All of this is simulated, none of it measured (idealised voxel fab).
This section sets out a process module, namely voxel wiring stack.
Shown is cross-section cut, with a width of 230 nm and square cells of size 5 nm.
Throughout this document, each cross-section is represented as a grid of square cells and is presented as a sequence of bands enumerated from the top downward, where a band comprises one or more rows of cells. Each band's line starts with the height of the band's top and of its bottom, in nm. Then come its materials from left to right, each with its width in nm. One material with "all across" fills the band from edge to edge. "blank" is empty space. It should be noted that heights are counted from 0, beneath which the wafer as supplied is of one material throughout, and that the lowest band possesses no lower boundary but continues downward, as written in "0 and below". The expression "30..40" gives the width at the extremes of the band, the first number at its top row of cells and the second at its bottom row, with the width changing by equal amounts from each row to the next in between. A step reported as "nothing got changed" is a step in which no cell of the cross-section changed. Closed-off voids of 8+ cells (no open route to the top) go in "Cavities, sealed", written width x height at distance from the left edge, in nm. Read whatever lies past the settings on a step's line as the simulator's own remark about the step. If you see "overlay nm" on a step's line and that step has a mask, it's telling you how far right of where it was planned the mask ended up; a negative number means it went left instead.

THE STEPS PLANNED FOR THE PROCESS ARE AS FOLLOWS
1,op RECEIVE | material Si
2,op CONFORMAL_DEP | material SiO2 | thk nm 15
3,op CONFORMAL_DEP | material SiN | thk nm 5
4,op DIRECTIONAL_DEP | material SiO2 | thk nm 20
5,op DIRECTIONAL_DEP | material aC | thk nm 10
6,op PATTERN | tone open | mask id METAL_1 | material resist | width nm 20 | pitch nm 50 | thk nm 25 | overlay nm 0
7,op DIRECTIONAL_ETCH | etch materials aC | depth nm 10
8,op STRIP | etch materials resist
9,op DIRECTIONAL_ETCH | etch materials SiO2 | depth nm 20
10,op DIRECTIONAL_ETCH | etch materials SiN | depth nm 5
11,op STRIP | etch materials aC
12,op CONFORMAL_DEP | material TiN | thk nm 5
13,op FILL_DEP | material W | thk nm 10
14,op CMP | height nm 40
15,op EPI | material Ru | thk nm 5
16,op FILL_DEP | material SiCN | thk nm 5
17,op DIRECTIONAL_DEP | material lowk | thk nm 30
18,op MASKED_ETCH | tone open | mask id METAL_2_HOLES | width nm 15 | pitch nm 50 | etch materials lowk | depth nm 30 | overlay nm 0
19,op MASKED_ETCH | tone open | mask id METAL_2 | width nm 20 | pitch nm 50 | etch materials lowk | depth nm 15 | overlay nm 0
20,op MASKED_ETCH | tone open | mask id METAL_2 | width nm 20 | pitch nm 50 | etch materials SiCN | depth nm 5 | overlay nm 0
21,op CONFORMAL_DEP | material TiN | thk nm 5
22,op FILL_DEP | material Cu | thk nm 5
23,op CMP | height nm 80
24,op CONFORMAL_DEP | material SiCN | thk nm 5
25,op DIRECTIONAL_DEP | material lowk | thk nm 25
26,op PATTERN | tone open | mask id METAL_3 | material resist | width nm 20 | pitch nm 50 | thk nm 20 | overlay nm 0
27,op DIRECTIONAL_ETCH | etch materials lowk | depth nm 15
28,op STRIP | etch materials resist
29,op PATTERN | tone open | mask id METAL_3_HOLES | material resist | width nm 15 | pitch nm 50 | thk nm 20 | overlay nm 0
30,op DIRECTIONAL_ETCH | etch materials lowk | depth nm 10
31,op DIRECTIONAL_ETCH | etch materials SiCN | depth nm 5
32,op STRIP | etch materials resist
33,op CONFORMAL_DEP | material TiN | thk nm 5
34,op FILL_DEP | material Ru | thk nm 10
35,op CMP | height nm 110
36,op CONFORMAL_DEP | material SiN | thk nm 5

CROSS-SECTION, INCOMING MATERIAL, AFTER STEP 1
* 0 and below  Si all across
* Cavities, sealed: none

SAME STARTING WAFER, SAME PLAN AS ABOVE, ONE MISTAKE IN THE EXECUTION; THIS IS THE CROSS-SECTION AT THE END OF THE MODULE
* 115 down to 110  SiN all across
* 110 down to 100  lowk 80 / TiN 5 / Ru 10 / TiN 5 / lowk 30 / TiN 5 / Ru 10 / TiN 5 / lowk 80
* 100 down to 95  lowk 80 / TiN 5 / Ru 5 / TiN 10 / lowk 30 / TiN 5 / Ru 5 / TiN 10 / lowk 80
* 95 down to 85  lowk 80 / TiN 5 / Ru 5 / TiN 5 / lowk 35 / TiN 5 / Ru 5 / TiN 5 / lowk 85
* 85 down to 80  SiCN 80 / TiN 15 / SiCN 35 / TiN 15 / SiCN 85
* 80 down to 70  lowk 75 / TiN 5 / Cu 20 / TiN 5 / lowk 20 / TiN 5 / Cu 20 / TiN 5 / lowk 75
* 70 down to 65  lowk 75 / TiN 10 / Cu 5 / TiN 15 / lowk 20 / TiN 10 / Cu 5 / TiN 15 / lowk 75
* 65 down to 50  lowk 80 / TiN 5 / Cu 5 / TiN 5 / lowk 35 / TiN 5 / Cu 5 / TiN 5 / lowk 85
* 50 down to 45  SiCN 80 / TiN 15 / SiCN 35 / TiN 15 / SiCN 85
* 45 down to 40  SiCN 75 / Ru 30 / SiCN 20 / Ru 30 / SiCN 75
* 40 down to 20  SiO2 80 / TiN 5 / W 10 / TiN 5 / SiO2 30 / TiN 5 / W 10 / TiN 5 / SiO2 80
* 20 down to 15  SiN 80 / TiN 20 / SiN 30 / TiN 20 / SiN 80
* 15 down to 0  SiO2 all across
* 0 and below  Si all across
* Cavities, sealed: none
Short version of what went wrong: step 19 deviated from plan and actually ran as op MASKED_ETCH | tone open | mask id METAL_2 | width nm 30 | pitch nm 50 | etch materials lowk | depth nm 15 | overlay nm 0
